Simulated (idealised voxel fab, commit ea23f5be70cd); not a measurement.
process module | voxel self aligned contacts
cross-section cut | 190 nm wide | cells 5 nm
A cross-section is a grid of square cells, given in bands from the top down. A band is one or more rows of cells.
Each band's line starts with the height of the band's top and of its bottom, in nm. Then come its materials from left to right, each with its width in nm. One material with "throughout" fills the band from edge to edge. "air" is empty space.
Height 0 is the level under which the wafer as received is all one material. The lowest band goes on downwards, as in "0 down".
A width such as "30 to 40" changes by the same amount from each row of cells to the next, from the band's top row to its bottom row.
"no change" after a step means that no cell of the cross-section changed.
closed voids: empty space of 8 cells or more with no open way to the top, each as width x height at its distance from the left edge, in nm
after a step's settings: what the simulator itself notes on the step
overlay nm, on a step with a mask: how far to the right of its planned place the mask lay; to the left if negative
plan
1 op RECEIVE | material Si
2 op CONFORMAL_DEP | material SiO2 | thk nm 5
3 op DIRECTIONAL_DEP | material polySi | thk nm 20
4 op DIRECTIONAL_DEP | material SiN | thk nm 20
5 op DIRECTIONAL_DEP | material aC | thk nm 15
6 op PATTERN | tone cover | mask id GATE | material resist | width nm 25 | pitch nm 65 | thk nm 35 | overlay nm 0
7 op DIRECTIONAL_ETCH | etch materials aC | depth nm 15
8 op STRIP | etch materials resist
9 op DIRECTIONAL_ETCH | etch materials SiN | depth nm 20
10 op DIRECTIONAL_ETCH | etch materials polySi | depth nm 20
11 op STRIP | etch materials aC
12 op CONFORMAL_DEP | material SiN | thk nm 10
13 op DIRECTIONAL_ETCH | etch materials SiN | depth nm 10
14 op FILL_DEP | material SiO2 | thk nm 20
15 op CMP | height nm 55
16 op PATTERN | tone open | mask id CONTACT | material resist | width nm 50 | pitch nm 65 | thk nm 20 | overlay nm 0
17 op DIRECTIONAL_ETCH | etch materials SiO2 | depth nm 55
18 op STRIP | etch materials resist
19 op CONFORMAL_DEP | material TiN | thk nm 5
20 op FILL_DEP | material Ru | thk nm 5
21 op CMP | height nm 55
22 op CONFORMAL_DEP | material SiCN | thk nm 5
as received, after step 1
  0 down: Si throughout
  closed voids: none
first wafer at the end, as planned
  60 to 55: SiCN throughout
  55 to 45: SiO2 35 | TiN 5 to 20 | Ru 40 to 10 | TiN 5 to 20 | SiO2 15 | TiN 5 to 20 | Ru 40 to 10 | TiN 5 to 20 | SiO2 40
  45 to 25: SiO2 5 | SiN 45 | TiN 5 | Ru 10 | TiN 5 | SiN 45 | TiN 5 | Ru 10 | TiN 5 | SiN 45 | SiO2 10
  25 to 5: SiO2 5 | SiN 10 | polySi 25 | SiN 10 | TiN 5 | Ru 10 | TiN 5 | SiN 10 | polySi 25 | SiN 10 | TiN 5 | Ru 10 | TiN 5 | SiN 10 | polySi 25 | SiN 10 | SiO2 10
  5 to 0: SiO2 50 | TiN 20 | SiO2 45 | TiN 20 | SiO2 55
  0 down: Si throughout
  closed voids: none
second wafer at the end: like start, like plan, one mistake
  60 to 55: SiCN throughout
  55 to 50: SiO2 5 | SiN 45 | TiN 5 | Ru 10 | TiN 5 | SiN 45 | TiN 5 | Ru 10 | TiN 5 | SiN 45 | SiO2 10
  50 to 45: SiO2 5 | SiN 45 | TiN 20 | SiN 45 | TiN 20 | SiN 45 | SiO2 10
  45 to 25: SiN throughout
  25 to 5: polySi throughout
  5 to 0: SiO2 throughout
  0 down: Si throughout
  closed voids: none
what went wrong: step 4 was run twice
at the end the second wafer has, in cells: 48 fewer of Ru | 50 more of SiN | 46 fewer of SiO2 | 48 fewer of TiN | 92 more of polySi
